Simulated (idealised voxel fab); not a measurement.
process module | voxel transistor to metal
cross-section cut | 300 nm wide | cells 5 nm
A cross-section is a grid of square cells, given in bands from the top down. A band is one or more rows of cells.
Each band's line starts with the height of the band's top and of its bottom, in nm. Then come its materials from left to right, each with its width in nm. One material with "throughout" fills the band from edge to edge. "air" is empty space.
Height 0 is the level under which the wafer as received is all one material. The lowest band goes on downwards, as in "0 down".
A width such as "30 to 40" changes by the same amount from each row of cells to the next, from the band's top row to its bottom row.
"no change" after a step means that no cell of the cross-section changed.
closed voids: empty space of 8 cells or more with no open way to the top, each as width x height at its distance from the left edge, in nm
after a step's settings: what the simulator itself notes on the step
overlay nm, on a step with a mask: how far to the right of its planned place the mask lay; to the left if negative
plan
1 op RECEIVE | material Si
2 op CONFORMAL_DEP | material SiO2 | thk nm 5
3 op CONFORMAL_DEP | material SiN | thk nm 15
4 op PATTERN | tone cover | mask id ACTIVE | material resist | width nm 100 | pitch nm 125 | thk nm 15 | overlay nm 0
5 op DIRECTIONAL_ETCH | etch materials SiN | depth nm 15
6 op DIRECTIONAL_ETCH | etch materials SiO2 | depth nm 5
7 op DIRECTIONAL_ETCH | etch materials Si | depth nm 20
8 op STRIP | etch materials resist
9 op FILL_DEP | material SiO2 | thk nm 10
10 op CMP | height nm 20
11 op SELECTIVE_ETCH | etch materials SiO2 | depth nm 15
12 op STRIP | etch materials SiN
13 op SELECTIVE_ETCH | etch materials SiO2 | depth nm 5
14 op OXIDIZE | depth nm 5
15 op DIRECTIONAL_DEP | material polySi | thk nm 30
16 op DIRECTIONAL_DEP | material SiCN | thk nm 10
17 op PATTERN | tone cover | mask id GATE | material resist | width nm 20 | pitch nm 125 | thk nm 20 | overlay nm 0
18 op DIRECTIONAL_ETCH | etch materials SiCN | depth nm 20
19 op DIRECTIONAL_ETCH | etch materials polySi | depth nm 40
20 op STRIP | etch materials resist
21 op CONFORMAL_DEP | material SiO2 | thk nm 5
22 op DIRECTIONAL_ETCH | etch materials SiO2 | depth nm 5
23 op CONFORMAL_DEP | material SiN | thk nm 5
24 op DIRECTIONAL_ETCH | etch materials SiN | depth nm 5
25 op DIRECTIONAL_ETCH | etch materials SiO2 | depth nm 5
26 op DIRECTIONAL_ETCH | etch materials Si | depth nm 10
27 op EPI | material pSi | thk nm 15
28 op FILL_DEP | material SiO2 | thk nm 10
29 op CMP | height nm 40
30 op DIRECTIONAL_DEP | material SiO2 | thk nm 10
31 op PATTERN | tone open | mask id CONTACT | material resist | width nm 30 | thk nm 20 | overlay nm 0
32 op DIRECTIONAL_ETCH | etch materials SiO2 | depth nm 50
33 op STRIP | etch materials resist
34 op CONFORMAL_DEP | material TiN | thk nm 5
35 op FILL_DEP | material Ru | thk nm 5
36 op CMP | height nm 50
37 op DIRECTIONAL_DEP | material TiN | thk nm 5
38 op DIRECTIONAL_DEP | material W | thk nm 25
39 op DIRECTIONAL_DEP | material aC | thk nm 10
40 op PATTERN | tone cover | mask id METAL_1 | material resist | width nm 15 | thk nm 30 | overlay nm 0
41 op DIRECTIONAL_ETCH | etch materials aC | depth nm 10
42 op STRIP | etch materials resist
43 op DIRECTIONAL_ETCH | etch materials W | depth nm 25
44 op DIRECTIONAL_ETCH | etch materials TiN | depth nm 5
45 op STRIP | etch materials aC
46 op CONFORMAL_DEP | material SiCN | thk nm 5
47 op FILL_DEP | material SiO2 | thk nm 10
48 op CMP | height nm 80
49 op CONFORMAL_DEP | material SiCN | thk nm 5
as received, after step 1
  0 down: Si throughout
  closed voids: none
a wafer at the end: this start, this plan, one mistake
  85 to 80: SiCN throughout
  80 to 55: SiO2 35 | SiCN 5 | W 15 | SiCN 5 | SiO2 50 | SiCN 5 | W 15 | SiCN 5 | SiO2 25 | SiCN 5 | W 15 | SiCN 5 | SiO2 50 | SiCN 5 | W 15 | SiCN 5 | SiO2 40
  55 to 50: SiCN 40 | TiN 15 | SiCN 60 | TiN 15 | SiCN 35 | TiN 15 | SiCN 60 | TiN 15 | SiCN 45
  50 to 40: SiO2 40 | TiN 5 | Ru 20 | TiN 5 | SiO2 30 | TiN 5 | Ru 20 | TiN 5 | SiO2 35 | TiN 5 | Ru 20 | TiN 5 | SiO2 30 | TiN 5 | Ru 20 | TiN 5 | SiO2 45
  40 to 30: SiO2 40 | TiN 5 | Ru 20 | TiN 5 | SiO2 5 | SiCN 20 | SiO2 5 | TiN 5 | Ru 20 | TiN 5 | SiO2 35 | TiN 5 | Ru 20 | TiN 5 | SiO2 5 | SiCN 20 | SiO2 5 | TiN 5 | Ru 20 | TiN 5 | SiO2 45
  30 to 15: SiO2 40 | TiN 5 | Ru 20 | TiN 5 | SiO2 5 | polySi 20 | SiO2 5 | TiN 5 | Ru 20 | TiN 5 | SiO2 35 | TiN 5 | Ru 20 | TiN 5 | SiO2 5 | polySi 20 | SiO2 5 | TiN 5 | Ru 20 | TiN 5 | SiO2 45
  15 to 10: SiO2 40 | TiN 5 | Ru 5 | TiN 20 | SiO2 5 | polySi 20 | SiO2 5 | TiN 20 | Ru 5 | TiN 5 | SiO2 35 | TiN 5 | Ru 5 | TiN 20 | SiO2 5 | polySi 20 | SiO2 5 | TiN 20 | Ru 5 | TiN 5 | SiO2 45
  10 to 5: SiO2 40 | TiN 5 | Ru 5 | TiN 5 | pSi 15 | SiO2 5 | polySi 20 | SiO2 5 | pSi 15 | TiN 5 | Ru 5 | TiN 5 | SiO2 35 | TiN 5 | Ru 5 | TiN 5 | pSi 15 | SiO2 5 | polySi 20 | SiO2 5 | pSi 15 | TiN 5 | Ru 5 | TiN 5 | SiO2 45
  5 to 0: SiO2 40 | TiN 15 | pSi 15 | SiO2 5 | polySi 20 | SiO2 5 | pSi 15 | TiN 15 | SiO2 35 | TiN 15 | pSi 15 | SiO2 5 | polySi 20 | SiO2 5 | pSi 15 | TiN 15 | SiO2 45
  0 to -5: SiO2 30 | pSi 40 | SiO2 30 | pSi 40 | SiO2 15 | pSi 40 | SiO2 30 | pSi 40 | SiO2 35
  -5 to -15: SiO2 35 | pSi 35 | Si 30 | pSi 35 | SiO2 25 | pSi 35 | Si 30 | pSi 35 | SiO2 40
  -15 to -20: SiO2 35 | Si 100 | SiO2 25 | Si 100 | SiO2 40
  -20 down: Si throughout
  closed voids: none
what went wrong: step 23 was left out
